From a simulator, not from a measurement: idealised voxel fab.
process module | voxel released beams
cross-section cut | 235 nm wide | cells 5 nm
A cross-section is a grid of square cells, given in bands from the top down. A band is one or more rows of cells.
Each band's line starts with the height of the band's top and of its bottom, in nm. Then come its materials from left to right, each with its width in nm. One material with "throughout" fills the band from edge to edge. "air" is empty space.
Height 0 is the level under which the wafer as received is all one material. The lowest band goes on downwards, as in "0 down".
A width such as "30 to 40" changes by the same amount from each row of cells to the next, from the band's top row to its bottom row.
"no change" after a step means that no cell of the cross-section changed.
closed voids: empty space of 8 cells or more with no open way to the top, each as width x height at its distance from the left edge, in nm
after a step's settings: what the simulator itself notes on the step
overlay nm, on a step with a mask: how far to the right of its planned place the mask lay; to the left if negative
plan
1 op RECEIVE | material Si
2 op CONFORMAL_DEP | material Al2O3 | thk nm 10
3 op DIRECTIONAL_DEP | material SiO2 | thk nm 15
4 op MASKED_ETCH | tone open | mask id ANCHOR | width nm 30 | etch materials SiO2 | depth nm 15 | overlay nm 0
5 op CONFORMAL_DEP | material polySi | thk nm 10
6 op MASKED_ETCH | tone cover | mask id BEAM | width nm 100 | etch materials polySi | depth nm 10 | overlay nm 0
7 op STRIP | etch materials SiO2
as received, after step 1
  0 down: Si throughout
  closed voids: none
a wafer at the end: this start, this plan, one mistake
  25 to 15: air 65 | polySi 15 | air 10 | polySi 75 | air 70
  15 to 10: air 70 | polySi 10 | air 10 | polySi 10 | air 135
  10 to 0: air 70 | polySi 30 | air 135
  0 down: Si throughout
  closed voids: none
what went wrong: step 2 was left out
